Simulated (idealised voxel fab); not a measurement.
The document below concerns the process module designated voxel released beams.
145 nm wide, 5 nm square cells: that's cross-section cut.
We lay out every cross-section as a grid of square cells and spell it out in bands from the top down, where one band means one or more rows of cells.
Per band: top height and bottom height in nm, followed by the left-to-right materials and their widths in nm; "full width" marks a single material spanning edge to edge, "air" marks empty space.
Ref level 0: as-received wafer is one material below here. Bottom band extends down with no lower bound ("0..down").
The two numbers in a width such as "30..40" mark its ends across the band: the first belongs to the top row of cells, the second to the bottom row, and from each row to the next the width moves by the same amount.
"nothing different" means the step left every cell of the cross-section as it was.
So "Closed empty spaces" is basically the list of trapped voids: any empty space of 8 cells or more that can't reach the top through an opening. They're written width x height at distance, the distance being from the left edge, and it's all nm.
That trailing text on a step's line, after the settings, is the simulator's own remark on the step.
Steps that use a mask can have "overlay nm" on their line. It says how far the mask sat to the right of where it was meant to be. Negative means to the left.
## Steps planned for the process
1: RECEIVE: material Si
2: CONFORMAL_DEP: material Al2O3, thk nm 5
3: DIRECTIONAL_DEP: material SiO2, thk nm 20
4: DIRECTIONAL_DEP: material aC, thk nm 10
5: PATTERN: tone open, mask id ANCHOR, material resist, width nm 25, thk nm 30, overlay nm 0
6: DIRECTIONAL_ETCH: etch materials aC, depth nm 10
7: STRIP: etch materials resist
8: DIRECTIONAL_ETCH: etch materials SiO2, depth nm 20
9: STRIP: etch materials aC
10: CONFORMAL_DEP: material polySi, thk nm 10
11: DIRECTIONAL_DEP: material aC, thk nm 15
12: PATTERN: tone cover, mask id BEAM, material resist, width nm 80, thk nm 30, overlay nm 0
13: DIRECTIONAL_ETCH: etch materials aC, depth nm 15
14: STRIP: etch materials resist
15: DIRECTIONAL_ETCH: etch materials polySi, depth nm 10
16: STRIP: etch materials aC
17: STRIP: etch materials SiO2
## First wafer, two in total, run as planned
## Cross-section of the wafer as it came to us, i.e., already through step 1
	0..down | Si full width
	Closed empty spaces: none
## Sectional view: wafer, after step 2
	5..0 | Al2O3 full width
	Under 0: no change, same as before.
## Sectional view: wafer, after step 3
	25..5 | SiO2 full width
	Under 5: no change, same as before.
## Sectional view: wafer, after step 4
	35..25 | aC full width
	Under 25: no change, same as before.
## Sectional view: wafer, after step 5
	65..35 | 35 resist / 25 air / 85 resist
	Under 35: no change, same as before.
## Sectional view: wafer, after step 6
	55..35 | 35 resist / 25 air / 85 resist
	35..25 | 35 aC / 25 air / 85 aC
	Under 25: no change, same as before.
## Sectional view: wafer, after step 7
	35..25 | 35 aC / 25 air / 85 aC
	Under 25: no change, same as before.
## Sectional view: wafer, after step 8
	35..25 | 35 aC / 25 air / 85 aC
	25..5 | 35 SiO2 / 25 air / 85 SiO2
	Under 5: no change, same as before.
## Sectional view: wafer, after step 9
	25..5 | 35 SiO2 / 25 air / 85 SiO2
	Under 5: no change, same as before.
## Sectional view: wafer, after step 10
	35..25 | 45 polySi / 5 air / 95 polySi
	25..15 | 35 SiO2 / 10 polySi / 5 air / 10 polySi / 85 SiO2
	15..5 | 35 SiO2 / 25 polySi / 85 SiO2
	Under 5: no change, same as before.
## Sectional view: wafer, after step 11
	50..35 | 45 aC / 5 air / 95 aC
	35..30 | 45 polySi / 5 air / 95 polySi
	30..25 | 45 polySi / 5 aC / 95 polySi
	25..15 | 35 SiO2 / 10 polySi / 5 aC / 10 polySi / 85 SiO2
	Under 15: no change, same as before.
## Sectional view: wafer, after step 12
	80..50 | 30 air / 80 resist / 35 air
	50..35 | 45 aC / 5 resist / 95 aC
	35..30 | 45 polySi / 5 resist / 95 polySi
	Under 30: no change, same as before.
## Sectional view: wafer, after step 13
	65..50 | 30 air / 80 resist / 35 air
	50..35 | 30 air / 15 aC / 5 resist / 60 aC / 35 air
	Under 35: no change, same as before.
## Sectional view: wafer, after step 14
	50..35 | 30 air / 15 aC / 5 air / 60 aC / 35 air
	35..30 | 45 polySi / 5 air / 95 polySi
	Under 30: no change, same as before.
## Sectional view: wafer, after step 15
	50..35 | 30 air / 15 aC / 5 air / 60 aC / 35 air
	35..30 | 30 air / 15 polySi / 5 air / 60 polySi / 35 air
	30..25 | 30 air / 15 polySi / 5 aC / 60 polySi / 35 air
	Under 25: no change, same as before.
## Sectional view: wafer, after step 16
	35..25 | 30 air / 15 polySi / 5 air / 60 polySi / 35 air
	25..15 | 35 SiO2 / 10 polySi / 5 air / 10 polySi / 85 SiO2
	Under 15: no change, same as before.
## Sectional view: wafer, after step 17
	35..25 | 30 air / 15 polySi / 5 air / 60 polySi / 35 air
	25..15 | 35 air / 10 polySi / 5 air / 10 polySi / 85 air
	15..5 | 35 air / 25 polySi / 85 air
	Under 5: no change, same as before.
## Wafer two of two - same starting point, same process plan, one mistake in execution; matches wafer one up to and including step 1
Look at the second wafer in cross-section at the time step 2 ought to have finished: nothing different
## Look at the second wafer in cross-section at the time step 3 ought to have finished
	20..0 | SiO2 full width
	Under 0: no change, same as before.
## Look at the second wafer in cross-section at the time step 4 ought to have finished
	30..20 | aC full width
	Under 20: no change, same as before.
## Look at the second wafer in cross-section at the time step 5 ought to have finished
	60..30 | 35 resist / 25 air / 85 resist
	Under 30: no change, same as before.
## Look at the second wafer in cross-section at the time step 6 ought to have finished
	50..30 | 35 resist / 25 air / 85 resist
	30..20 | 35 aC / 25 air / 85 aC
	Under 20: no change, same as before.
## Look at the second wafer in cross-section at the time step 7 ought to have finished
	30..20 | 35 aC / 25 air / 85 aC
	Under 20: no change, same as before.
## Look at the second wafer in cross-section at the time step 8 ought to have finished
	30..20 | 35 aC / 25 air / 85 aC
	20..0 | 35 SiO2 / 25 air / 85 SiO2
	Under 0: no change, same as before.
## Look at the second wafer in cross-section at the time step 9 ought to have finished
	20..0 | 35 SiO2 / 25 air / 85 SiO2
	Under 0: no change, same as before.
## Look at the second wafer in cross-section at the time step 10 ought to have finished
	30..20 | 45 polySi / 5 air / 95 polySi
	20..10 | 35 SiO2 / 10 polySi / 5 air / 10 polySi / 85 SiO2
	10..0 | 35 SiO2 / 25 polySi / 85 SiO2
	Under 0: no change, same as before.
## Look at the second wafer in cross-section at the time step 11 ought to have finished
	45..30 | 45 aC / 5 air / 95 aC
	30..25 | 45 polySi / 5 air / 95 polySi
	25..20 | 45 polySi / 5 aC / 95 polySi
	20..10 | 35 SiO2 / 10 polySi / 5 aC / 10 polySi / 85 SiO2
	Under 10: no change, same as before.
## Look at the second wafer in cross-section at the time step 12 ought to have finished
	75..45 | 30 air / 80 resist / 35 air
	45..30 | 45 aC / 5 resist / 95 aC
	30..25 | 45 polySi / 5 resist / 95 polySi
	Under 25: no change, same as before.
## Look at the second wafer in cross-section at the time step 13 ought to have finished
	60..45 | 30 air / 80 resist / 35 air
	45..30 | 30 air / 15 aC / 5 resist / 60 aC / 35 air
	Under 30: no change, same as before.
## Look at the second wafer in cross-section at the time step 14 ought to have finished
	45..30 | 30 air / 15 aC / 5 air / 60 aC / 35 air
	30..25 | 45 polySi / 5 air / 95 polySi
	Under 25: no change, same as before.
## Look at the second wafer in cross-section at the time step 15 ought to have finished
	45..30 | 30 air / 15 aC / 5 air / 60 aC / 35 air
	30..25 | 30 air / 15 polySi / 5 air / 60 polySi / 35 air
	25..20 | 30 air / 15 polySi / 5 aC / 60 polySi / 35 air
	Under 20: no change, same as before.
## Look at the second wafer in cross-section at the time step 16 ought to have finished
	30..20 | 30 air / 15 polySi / 5 air / 60 polySi / 35 air
	20..10 | 35 SiO2 / 10 polySi / 5 air / 10 polySi / 85 SiO2
	Under 10: no change, same as before.
## Look at the second wafer in cross-section at the time step 17 ought to have finished
	30..20 | 30 air / 15 polySi / 5 air / 60 polySi / 35 air
	20..10 | 35 air / 10 polySi / 5 air / 10 polySi / 85 air
	10..0 | 35 air / 25 polySi / 85 air
	Under 0: no change, same as before.
The plan and the run diverged here: step 2 of the plan was bypassed and not carried out
End check, counted in cells, second wafer has more or fewer of these materials than the first: Al2O3: 29 fewer
